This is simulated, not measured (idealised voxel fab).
Process module in this document: voxel transistor to metal
Square cells of 5 nm make up the cross-section cut, whose width is 160 nm.
In what follows, cross-sections appear as grids of square cells, described through bands that run from the top down, where every band is one or more rows of cells.
Per band: top height and bottom height in nm, followed by the left-to-right materials and their widths in nm; "everywhere" marks a single material spanning edge to edge, "air" marks empty space.
For the purposes of this specification, 0 denotes the height below which the wafer in its as-received condition is composed wholly of one material, and the lowermost band, lacking a lower limit, extends downward without end, as expressed in "0 down".
Width: "30 to 40" (first number = top row, second number = bottom row, same change from row to row of cells).
"remained the same" means the step left every cell of the cross-section as it was.
Closed-off voids of 8+ cells (no open route to the top) go in "Closed void inventory", written width x height at distance from the left edge, in nm.
It should be noted that, on the line of a given step, the content following the step's settings is a remark produced by the simulator itself with respect to that step.
overlay nm: how far to the right of its planned place the mask lay on this masked step (negative: to the left).

### Process steps - plan
1. RECEIVE, material Si
2. CONFORMAL_DEP, material SiO2, thk nm 5
3. CONFORMAL_DEP, material SiN, thk nm 15
4. PATTERN, tone cover, mask id ACTIVE, material resist, width nm 95, thk nm 15, overlay nm 0
5. DIRECTIONAL_ETCH, etch materials SiN, depth nm 15
6. DIRECTIONAL_ETCH, etch materials SiO2, depth nm 5
7. DIRECTIONAL_ETCH, etch materials Si, depth nm 20
8. STRIP, etch materials resist
9. FILL_DEP, material SiO2, thk nm 15
10. CMP, height nm 20
11. SELECTIVE_ETCH, etch materials SiO2, depth nm 10
12. STRIP, etch materials SiN
13. SELECTIVE_ETCH, etch materials SiO2, depth nm 5
14. OXIDIZE, depth nm 5
15. DIRECTIONAL_DEP, material polySi, thk nm 25
16. DIRECTIONAL_DEP, material SiCN, thk nm 15
17. PATTERN, tone cover, mask id GATE, material resist, width nm 25, thk nm 15, overlay nm 0
18. DIRECTIONAL_ETCH, etch materials SiCN, depth nm 25
19. DIRECTIONAL_ETCH, etch materials polySi, depth nm 35
20. STRIP, etch materials resist
21. CONFORMAL_DEP, material SiO2, thk nm 5
22. DIRECTIONAL_ETCH, etch materials SiO2, depth nm 5
23. CONFORMAL_DEP, material SiN, thk nm 5
24. DIRECTIONAL_ETCH, etch materials SiN, depth nm 5
25. DIRECTIONAL_ETCH, etch materials SiO2, depth nm 5
26. DIRECTIONAL_ETCH, etch materials Si, depth nm 15
27. EPI, material SiGe, thk nm 15
28. FILL_DEP, material SiO2, thk nm 5
29. CMP, height nm 25
30. STRIP, etch materials polySi
31. SELECTIVE_ETCH, etch materials SiO2, depth nm 5
32. CONFORMAL_DEP, material HfO2, thk nm 5
33. CONFORMAL_DEP, material TiN, thk nm 5
34. FILL_DEP, material W, thk nm 5
35. CMP, height nm 20
36. DIRECTIONAL_DEP, material SiO2, thk nm 15
37. PATTERN, tone open, mask id CONTACT, material resist, width nm 15, pitch nm 70, thk nm 20, overlay nm 0
38. DIRECTIONAL_ETCH, etch materials SiO2, depth nm 25
39. STRIP, etch materials resist
40. CONFORMAL_DEP, material TiN, thk nm 5
41. FILL_DEP, material Ru, thk nm 10
42. CMP, height nm 35
43. DIRECTIONAL_DEP, material TiN, thk nm 5
44. DIRECTIONAL_DEP, material W, thk nm 25
45. PATTERN, tone cover, mask id METAL_1, material resist, width nm 15, pitch nm 70, thk nm 20, overlay nm 0
46. DIRECTIONAL_ETCH, etch materials W, depth nm 25
47. DIRECTIONAL_ETCH, etch materials TiN, depth nm 5
48. STRIP, etch materials resist
49. FILL_DEP, material SiO2, thk nm 5
50. CMP, height nm 65
51. CONFORMAL_DEP, material SiCN, thk nm 5
52. DIRECTIONAL_DEP, material SiO2, thk nm 30
53. PATTERN, tone open, mask id METAL_2, material resist, width nm 15, pitch nm 70, thk nm 20, overlay nm 0
54. DIRECTIONAL_ETCH, etch materials SiO2, depth nm 20
55. STRIP, etch materials resist
56. MASKED_ETCH, tone open, mask id METAL_2_HOLES, width nm 15, pitch nm 70, etch materials SiO2, depth nm 10, overlay nm 0
57. MASKED_ETCH, tone open, mask id METAL_2_HOLES, width nm 15, pitch nm 70, etch materials SiCN, depth nm 5, overlay nm 0
58. CONFORMAL_DEP, material TiN, thk nm 5
59. FILL_DEP, material Ru, thk nm 5
60. CMP, height nm 100
61. CONFORMAL_DEP, material SiCN, thk nm 5

### Step 1 complete: cross-section of the wafer as received
	0 down = Si everywhere
	Closed void inventory: none

### The first of two wafers, cross-sectioned at the end of the module, with the run proceeding as planned
	105 to 100 = SiCN everywhere
	100 to 70 = 35 nm SiO2; 5 nm TiN; 5 nm Ru; 5 nm TiN; 55 nm SiO2; 5 nm TiN; 5 nm Ru; 5 nm TiN; 40 nm SiO2
	70 to 65 = 35 nm SiCN; 15 nm TiN; 55 nm SiCN; 15 nm TiN; 40 nm SiCN
	65 to 40 = 35 nm SiO2; 15 nm W; 55 nm SiO2; 15 nm W; 40 nm SiO2
	40 to 35 = 35 nm SiO2; 15 nm TiN; 55 nm SiO2; 15 nm TiN; 40 nm SiO2
	35 to 20 = 35 nm SiO2; 5 nm TiN; 5 nm Ru; 5 nm TiN; 55 nm SiO2; 5 nm TiN; 5 nm Ru; 5 nm TiN; 40 nm SiO2
	20 to 15 = 35 nm SiO2; 5 nm TiN; 5 nm Ru; 5 nm TiN; 5 nm SiO2; 5 nm SiN; 5 nm HfO2; 5 nm TiN; 15 nm W; 5 nm TiN; 5 nm HfO2; 5 nm SiN; 5 nm SiO2; 5 nm TiN; 5 nm Ru; 5 nm TiN; 40 nm SiO2
	15 to 10 = 35 nm SiO2; 15 nm TiN; 5 nm SiO2; 5 nm SiN; 5 nm HfO2; 5 nm TiN; 15 nm W; 5 nm TiN; 5 nm HfO2; 5 nm SiN; 5 nm SiO2; 15 nm TiN; 40 nm SiO2
	10 to 5 = 30 nm SiO2; 25 nm SiGe; 5 nm SiN; 5 nm HfO2; 5 nm TiN; 15 nm W; 5 nm TiN; 5 nm HfO2; 5 nm SiN; 25 nm SiGe; 35 nm SiO2
	5 to 0 = 30 nm SiO2; 5 nm SiN; 20 nm SiGe; 5 nm SiN; 5 nm HfO2; 25 nm TiN; 5 nm HfO2; 5 nm SiN; 20 nm SiGe; 5 nm SiN; 35 nm SiO2
	0 to -5 = 35 nm SiO2; 20 nm SiGe; 5 nm SiO2; 35 nm HfO2; 5 nm SiO2; 20 nm SiGe; 40 nm SiO2
	-5 to -20 = 30 nm SiO2; 5 nm Si; 20 nm SiGe; 45 nm Si; 20 nm SiGe; 5 nm Si; 35 nm SiO2
	-20 down = Si everywhere
	Closed void inventory: none

### Second of two wafers, module complete, sectioned: it shares the first wafer's start and plan but was run with one mistake
	105 to 100 = SiCN everywhere
	100 to 90 = 30 nm SiO2; 5 nm TiN; 10 to 5 nm Ru; 5 to 10 nm TiN; 50 nm SiO2; 5 nm TiN; 10 to 5 nm Ru; 5 to 10 nm TiN; 40 nm SiO2
	90 to 85 = 30 nm SiO2; 5 nm TiN; 5 nm Ru; 5 nm TiN; 55 nm SiO2; 5 nm TiN; 5 nm Ru; 5 nm TiN; 45 nm SiO2
	85 to 80 = 30 nm SiO2; 15 nm TiN; 55 nm SiO2; 15 nm TiN; 45 nm SiO2
	80 to 70 = 35 nm SiO2; 10 nm TiN; 60 nm SiO2; 10 nm TiN; 45 nm SiO2
	70 to 65 = 35 nm SiCN; 10 nm TiN; 60 nm SiCN; 10 nm TiN; 45 nm SiCN
	65 to 40 = 35 nm SiO2; 15 nm W; 55 nm SiO2; 15 nm W; 40 nm SiO2
	40 to 35 = 35 nm SiO2; 15 nm TiN; 55 nm SiO2; 15 nm TiN; 40 nm SiO2
	35 to 20 = 35 nm SiO2; 5 nm TiN; 5 nm Ru; 5 nm TiN; 55 nm SiO2; 5 nm TiN; 5 nm Ru; 5 nm TiN; 40 nm SiO2
	20 to 15 = 35 nm SiO2; 5 nm TiN; 5 nm Ru; 5 nm TiN; 5 nm SiO2; 5 nm SiN; 5 nm HfO2; 5 nm TiN; 15 nm W; 5 nm TiN; 5 nm HfO2; 5 nm SiN; 5 nm SiO2; 5 nm TiN; 5 nm Ru; 5 nm TiN; 40 nm SiO2
	15 to 10 = 35 nm SiO2; 15 nm TiN; 5 nm SiO2; 5 nm SiN; 5 nm HfO2; 5 nm TiN; 15 nm W; 5 nm TiN; 5 nm HfO2; 5 nm SiN; 5 nm SiO2; 15 nm TiN; 40 nm SiO2
	10 to 5 = 30 nm SiO2; 25 nm SiGe; 5 nm SiN; 5 nm HfO2; 5 nm TiN; 15 nm W; 5 nm TiN; 5 nm HfO2; 5 nm SiN; 25 nm SiGe; 35 nm SiO2
	5 to 0 = 30 nm SiO2; 5 nm SiN; 20 nm SiGe; 5 nm SiN; 5 nm HfO2; 25 nm TiN; 5 nm HfO2; 5 nm SiN; 20 nm SiGe; 5 nm SiN; 35 nm SiO2
	0 to -5 = 35 nm SiO2; 20 nm SiGe; 5 nm SiO2; 35 nm HfO2; 5 nm SiO2; 20 nm SiGe; 40 nm SiO2
	-5 to -20 = 30 nm SiO2; 5 nm Si; 20 nm SiGe; 45 nm Si; 20 nm SiGe; 5 nm Si; 35 nm SiO2
	-20 down = Si everywhere
	Closed void inventory: none
In executing the process, a mistake was made relative to the plan: step 53 ran as: PATTERN, tone open, mask id METAL_2, material resist, width nm 15, pitch nm 70, thk nm 20, overlay nm -5
Materials where the second wafer ends with more or fewer cells than the first: Ru: 4 fewer | SiCN: 2 more | TiN: 2 more
